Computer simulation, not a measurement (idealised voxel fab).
Process module heading - voxel released beams
Shown is cross-section cut, with a width of 255 nm and square cells of size 5 nm.
Cross-section, as written here: a square-cell grid given band by band from the top down, where a band holds one or more rows of cells.
Top, bottom (nm), then materials left to right with widths (nm); lone material tagged "full width" fills the whole band edge to edge; "air" = empty space.
Where do heights start? At 0: under that level the wafer as delivered is made of one material only. And the lowest band has no floor; it just carries on downward, as in "0 down".
Width "30..40": first value at the band's top row of cells, second value at its bottom row, equal change from row to row.
Key: "no alterations made" - step with no changed cell in the cross-section.
The entry "Enclosed cavity list" lists the empty spaces that cover at least 8 cells and have no open path to the top. Each is written as width x height at distance, where the distance is measured from the left edge and all three values are in nm.
Note: text after step settings on the step line = simulator remark on that step.
When a step includes a mask, the "overlay nm" setting on its line states how far to the right of its planned place that mask lay, and negative values state how far to the left.
-- Here's what the planned process steps look like
| 1 | op RECEIVE | material Si |
| 2 | op CONFORMAL_DEP | material Al2O3 | thk nm 5 |
| 3 | op DIRECTIONAL_DEP | material SiO2 | thk nm 15 |
| 4 | op MASKED_ETCH | tone open | mask id ANCHOR | width nm 35 | etch materials SiO2 | depth nm 15 | overlay nm 0 |
| 5 | op CONFORMAL_DEP | material W | thk nm 10 |
| 6 | op DIRECTIONAL_DEP | material aC | thk nm 10 |
| 7 | op PATTERN | tone cover | mask id BEAM | material resist | width nm 95 | thk nm 30 | overlay nm 0 |
| 8 | op DIRECTIONAL_ETCH | etch materials aC | depth nm 10 |
| 9 | op STRIP | etch materials resist |
| 10 | op DIRECTIONAL_ETCH | etch materials W | depth nm 10 |
| 11 | op STRIP | etch materials aC |
| 12 | op STRIP | etch materials SiO2 |
-- First of two wafers: run as planned
-- Cross-section of the wafer upon arrival, representing the state reached after step 1
- 0 down  Si full width
- Enclosed cavity list: none
-- Wafer after step 2 (cross-section)
- 5 to 0  Al2O3 full width
- No changes below 0.
-- Wafer after step 3 (cross-section)
- 20 to 5  SiO2 full width
- No changes below 5.
-- Wafer after step 4 (cross-section)
- 20 to 5  80 of SiO2; 35 of air; 140 of SiO2
- No changes below 5.
-- Wafer after step 5 (cross-section)
- 30 to 20  90 of W; 15 of air; 150 of W
- 20 to 15  80 of SiO2; 10 of W; 15 of air; 10 of W; 140 of SiO2
- 15 to 5  80 of SiO2; 35 of W; 140 of SiO2
- No changes below 5.
-- Wafer after step 6 (cross-section)
- 40 to 30  90 of aC; 15 of air; 150 of aC
- 30 to 25  90 of W; 15 of air; 150 of W
- 25 to 20  90 of W; 15 of aC; 150 of W
- 20 to 15  80 of SiO2; 10 of W; 15 of aC; 10 of W; 140 of SiO2
- No changes below 15.
-- Wafer after step 7 (cross-section)
- 70 to 40  75 of air; 95 of resist; 85 of air
- 40 to 30  90 of aC; 15 of resist; 150 of aC
- 30 to 25  90 of W; 15 of resist; 150 of W
- No changes below 25.
-- Wafer after step 8 (cross-section)
- 60 to 40  75 of air; 95 of resist; 85 of air
- 40 to 30  75 of air; 15 of aC; 15 of resist; 65 of aC; 85 of air
- No changes below 30.
-- Wafer after step 9 (cross-section)
- 40 to 30  75 of air; 15 of aC; 15 of air; 65 of aC; 85 of air
- 30 to 25  90 of W; 15 of air; 150 of W
- No changes below 25.
-- Wafer after step 10 (cross-section)
- 40 to 30  75 of air; 15 of aC; 15 of air; 65 of aC; 85 of air
- 30 to 25  75 of air; 15 of W; 15 of air; 65 of W; 85 of air
- 25 to 20  75 of air; 15 of W; 15 of aC; 65 of W; 85 of air
- No changes below 20.
-- Wafer after step 11 (cross-section)
- 30 to 20  75 of air; 15 of W; 15 of air; 65 of W; 85 of air
- 20 to 15  80 of SiO2; 10 of W; 15 of air; 10 of W; 140 of SiO2
- No changes below 15.
-- Wafer after step 12 (cross-section)
- 30 to 20  75 of air; 15 of W; 15 of air; 65 of W; 85 of air
- 20 to 15  80 of air; 10 of W; 15 of air; 10 of W; 140 of air
- 15 to 5  80 of air; 35 of W; 140 of air
- No changes below 5.
-- The second wafer was prepared from the same starting point and under the same plan as the first; its processing contained one mistake, and it remains indistinguishable from the first wafer up to and including step 1
Second wafer shown in cross-section at the time step 2 was slated to end: no alterations made
-- Second wafer shown in cross-section at the time step 3 was slated to end
- 15 to 0  SiO2 full width
- No changes below 0.
-- Second wafer shown in cross-section at the time step 4 was slated to end
- 15 to 0  80 of SiO2; 35 of air; 140 of SiO2
- No changes below 0.
-- Second wafer shown in cross-section at the time step 5 was slated to end
- 25 to 15  90 of W; 15 of air; 150 of W
- 15 to 10  80 of SiO2; 10 of W; 15 of air; 10 of W; 140 of SiO2
- 10 to 0  80 of SiO2; 35 of W; 140 of SiO2
- No changes below 0.
-- Second wafer shown in cross-section at the time step 6 was slated to end
- 35 to 25  90 of aC; 15 of air; 150 of aC
- 25 to 20  90 of W; 15 of air; 150 of W
- 20 to 15  90 of W; 15 of aC; 150 of W
- 15 to 10  80 of SiO2; 10 of W; 15 of aC; 10 of W; 140 of SiO2
- No changes below 10.
-- Second wafer shown in cross-section at the time step 7 was slated to end
- 65 to 35  75 of air; 95 of resist; 85 of air
- 35 to 25  90 of aC; 15 of resist; 150 of aC
- 25 to 20  90 of W; 15 of resist; 150 of W
- No changes below 20.
-- Second wafer shown in cross-section at the time step 8 was slated to end
- 55 to 35  75 of air; 95 of resist; 85 of air
- 35 to 25  75 of air; 15 of aC; 15 of resist; 65 of aC; 85 of air
- No changes below 25.
-- Second wafer shown in cross-section at the time step 9 was slated to end
- 35 to 25  75 of air; 15 of aC; 15 of air; 65 of aC; 85 of air
- 25 to 20  90 of W; 15 of air; 150 of W
- No changes below 20.
-- Second wafer shown in cross-section at the time step 10 was slated to end
- 35 to 25  75 of air; 15 of aC; 15 of air; 65 of aC; 85 of air
- 25 to 20  75 of air; 15 of W; 15 of air; 65 of W; 85 of air
- 20 to 15  75 of air; 15 of W; 15 of aC; 65 of W; 85 of air
- No changes below 15.
-- Second wafer shown in cross-section at the time step 11 was slated to end
- 25 to 15  75 of air; 15 of W; 15 of air; 65 of W; 85 of air
- 15 to 10  80 of SiO2; 10 of W; 15 of air; 10 of W; 140 of SiO2
- No changes below 10.
-- Second wafer shown in cross-section at the time step 12 was slated to end
- 25 to 15  75 of air; 15 of W; 15 of air; 65 of W; 85 of air
- 15 to 10  80 of air; 10 of W; 15 of air; 10 of W; 140 of air
- 10 to 0  80 of air; 35 of W; 140 of air
- No changes below 0.
What went wrong in running the wafer? the plan's step 2 was left out and never carried out
at the end the second wafer has, in cells: Al2O3 -51
